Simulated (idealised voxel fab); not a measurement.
process module | voxel plated lines
cross-section cut | 255 nm wide | cells 5 nm
A cross-section is a grid of square cells, given in bands from the top down. A band is one or more rows of cells.
Each band's line starts with the height of the band's top and of its bottom, in nm. Then come its materials from left to right, each with its width in nm. One material with "throughout" fills the band from edge to edge. "air" is empty space.
Height 0 is the level under which the wafer as received is all one material. The lowest band goes on downwards, as in "0 down".
A width such as "30 to 40" changes by the same amount from each row of cells to the next, from the band's top row to its bottom row.
"no change" after a step means that no cell of the cross-section changed.
closed voids: empty space of 8 cells or more with no open way to the top, each as width x height at its distance from the left edge, in nm
after a step's settings: what the simulator itself notes on the step
overlay nm, on a step with a mask: how far to the right of its planned place the mask lay; to the left if negative
plan
1 op RECEIVE | material Si
2 op CONFORMAL_DEP | material Al2O3 | thk nm 10
3 op DIRECTIONAL_DEP | material TiN | thk nm 5
4 op PATTERN | tone open | mask id LINES | material resist | width nm 20 | pitch nm 50 | thk nm 20 | overlay nm 0
5 op EPI | material Ru | thk nm 5
6 op STRIP | etch materials resist
7 op DIRECTIONAL_ETCH | etch materials TiN | depth nm 5
8 op CONFORMAL_DEP | material SiCN | thk nm 5
as received, after step 1
  0 down: Si throughout
  closed voids: none
first wafer at the end, as planned
  25 to 20: air 85 | SiCN 30 | air 20 | SiCN 30 | air 90
  20 to 15: air 85 | SiCN 5 | Ru 20 | SiCN 5 | air 20 | SiCN 5 | Ru 20 | SiCN 5 | air 90
  15 to 10: SiCN 90 | TiN 20 | SiCN 30 | TiN 20 | SiCN 95
  10 to 0: Al2O3 throughout
  0 down: Si throughout
  closed voids: none
second wafer at the end: like start, like plan, one mistake
  15 to 10: air 85 | SiCN 30 | air 20 | SiCN 30 | air 90
  10 to 5: air 85 | SiCN 5 | Ru 20 | SiCN 5 | air 20 | SiCN 5 | Ru 20 | SiCN 5 | air 90
  5 to 0: SiCN 90 | TiN 20 | SiCN 30 | TiN 20 | SiCN 95
  0 down: Si throughout
  closed voids: none
what went wrong: step 2 was left out
at the end the second wafer has, in cells: 102 fewer of Al2O3
